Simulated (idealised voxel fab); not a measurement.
The following is a process module called voxel spacer lines.
Cross-sectional view cut (width: 300 nm; square cell size: 5 nm).
A cross-section is a grid of square cells, given in bands from the top down. A band is one or more rows of cells. Heights first: top, then bottom, in nm. Then materials, left to right, each with a width in nm. "everywhere" on a single material: fills the band edge to edge. "blank": empty space. It should be noted that heights are counted from 0, beneath which the wafer as supplied is of one material throughout, and that the lowest band possesses no lower boundary but continues downward, as written in "0 nm and below". The width entry "30..40" should be interpreted row by row: the top row of cells in the band takes the first number, the bottom row takes the second number, and the change between adjacent rows is uniform throughout. Step marked "no change"? Then no cell in the cross-section changed in it. In the "Enclosed internal voids" entry, you get each enclosed empty space of 8 cells or more, one with no open way to the top, written width x height at distance, distance from the left edge, in nm. Anything after a step's settings on that line? It's the simulator's own note about the step. overlay nm: where the mask lay relative to plan, measured to the right, on steps with a mask; negatives go left.

[Intended process steps]
1,RECEIVE with material Si
2,CONFORMAL_DEP with material Al2O3, thk nm 10
3,DIRECTIONAL_DEP with material polySi, thk nm 15
4,DIRECTIONAL_DEP with material aC, thk nm 30
5,PATTERN with tone cover, mask id MANDREL, material resist, width nm 15, pitch nm 50, thk nm 40, overlay nm 0
6,DIRECTIONAL_ETCH with etch materials aC, depth nm 30
7,STRIP with etch materials resist
8,CONFORMAL_DEP with material SiO2, thk nm 10
9,DIRECTIONAL_ETCH with etch materials SiO2, depth nm 10
10,STRIP with etch materials aC
11,DIRECTIONAL_ETCH with etch materials polySi, depth nm 15
12,STRIP with etch materials SiO2

[Delivered wafer in cross-section: state after step 1]
	0 nm and below = Si everywhere
	Enclosed internal voids: none

[Same starting wafer, same plan as above, one mistake in the execution; this is the cross-section at the end of the module]
	15 nm to 0 nm = blank 105 nm; polySi 10 nm; blank 15 nm; polySi 10 nm; blank 15 nm; polySi 10 nm; blank 15 nm; polySi 10 nm; blank 110 nm
	0 nm and below = Si everywhere
	Enclosed internal voids: none
Against the plan, the run slipped here: step 2 was left out
